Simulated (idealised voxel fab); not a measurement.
process module | voxel self aligned vias
Square cell edge 5 nm, section width 250 nm, ID cut.
A cross-section is written here as square cells arranged in a grid, and it is given in bands from the top down, each band taking up one or more rows of cells. Top, bottom (nm), then materials left to right with widths (nm); lone material tagged "throughout" fills the whole band edge to edge; "empty" = empty space. Below 0: as-received wafer, all one material; heights counted from there. Lowest band: no bottom, goes on down, written "from 0 down". Think of "30 to 40" as a width that walks from the first number to the second as you go down the band, top row to bottom row, taking equal-sized steps from row to row. "nothing altered" means the step left every cell of the cross-section as it was. "Closed void entries" means: voids of 8 cells or more that are shut off from the top with no open way through. Written width x height at distance, distance from the left edge, in nm. Heads up: the bit after the settings on a step's line is the simulator's remark on that step. A step's line can hold "overlay nm"; with a mask on that step, the setting says how far right of the planned place the mask lay, while a negative setting says it lay to the left.

## So here's the lineup of process steps we planned
1: op RECEIVE | material Si
2: op CONFORMAL_DEP | material SiO2 | thk nm 15
3: op CONFORMAL_DEP | material SiCN | thk nm 5
4: op DIRECTIONAL_DEP | material SiO2 | thk nm 30
5: op DIRECTIONAL_DEP | material aC | thk nm 15
6: op PATTERN | tone open | mask id LINES | material resist | width nm 30 | pitch nm 75 | thk nm 35 | overlay nm 0
7: op DIRECTIONAL_ETCH | etch materials aC | depth nm 15
8: op STRIP | etch materials resist
9: op DIRECTIONAL_ETCH | etch materials SiO2 | depth nm 30
10: op STRIP | etch materials aC
11: op CONFORMAL_DEP | material TiN | thk nm 5
12: op FILL_DEP | material W | thk nm 10
13: op CMP | height nm 50
14: op SELECTIVE_ETCH | etch materials W Ru TiN | depth nm 5
15: op FILL_DEP | material SiN | thk nm 5
16: op CMP | height nm 50
17: op DIRECTIONAL_DEP | material SiO2 | thk nm 20
18: op PATTERN | tone open | mask id VIAS | material resist | width nm 50 | pitch nm 150 | thk nm 15 | overlay nm 0
19: op DIRECTIONAL_ETCH | etch materials SiO2 | depth nm 20
20: op DIRECTIONAL_ETCH | etch materials SiN | depth nm 5
21: op STRIP | etch materials resist
22: op CONFORMAL_DEP | material TiN | thk nm 5
23: op FILL_DEP | material Cu | thk nm 10
24: op CMP | height nm 70
25: op CONFORMAL_DEP | material SiN | thk nm 5

## The cross-section here shows the wafer as received, i.e. in its state after step 1
    from 0 down = Si throughout
    Closed void entries: none

## Module complete - cross-section of the first of two wafers, run according to plan
    from 75 to 70 = SiN throughout
    from 70 to 55 = SiO2=25  TiN=5  Cu=40  TiN=5  SiO2=100  TiN=5  Cu=40  TiN=5  SiO2=25
    from 55 to 50 = SiO2=25  TiN=15  Cu=20  TiN=15  SiO2=100  TiN=15  Cu=20  TiN=15  SiO2=25
    from 50 to 45 = SiO2=35  TiN=30  SiO2=45  SiN=30  SiO2=45  TiN=30  SiO2=35
    from 45 to 25 = SiO2=35  TiN=5  W=20  TiN=5  SiO2=45  TiN=5  W=20  TiN=5  SiO2=45  TiN=5  W=20  TiN=5  SiO2=35
    from 25 to 20 = SiO2=35  TiN=30  SiO2=45  TiN=30  SiO2=45  TiN=30  SiO2=35
    from 20 to 15 = SiCN throughout
    from 15 to 0 = SiO2 throughout
    from 0 down = Si throughout
    Closed void entries: none

## This is the second of the two wafers, cross-sectioned at the end of the module; it started exactly like the first and was given the same plan, but it was run with one mistake
    from 75 to 70 = SiN throughout
    from 70 to 55 = SiO2=25  TiN=5  Cu=40  TiN=5  SiO2=100  TiN=5  Cu=40  TiN=5  SiO2=25
    from 55 to 50 = SiO2=25  TiN=20  Cu=10  TiN=20  SiO2=100  TiN=20  Cu=10  TiN=20  SiO2=25
    from 50 to 45 = SiO2=40  TiN=20  SiO2=55  SiN=20  SiO2=55  TiN=20  SiO2=40
    from 45 to 25 = SiO2=40  TiN=5  W=10  TiN=5  SiO2=55  TiN=5  W=10  TiN=5  SiO2=55  TiN=5  W=10  TiN=5  SiO2=40
    from 25 to 20 = SiO2=40  TiN=20  SiO2=55  TiN=20  SiO2=55  TiN=20  SiO2=40
    from 20 to 15 = SiCN throughout
    from 15 to 0 = SiO2 throughout
    from 0 down = Si throughout
    Closed void entries: none
In executing the process, a mistake was made relative to the plan: it should be noted that step 6 was executed with settings other than those planned, the operation and settings actually applied being op PATTERN | tone open | mask id LINES | material resist | width nm 20 | pitch nm 75 | thk nm 35 | overlay nm 0
The final cell counts differ between the wafers, with the second having more or fewer of some materials than the first: Cu -4 | SiN -2 | SiO2 +36 | TiN -6 | W -24
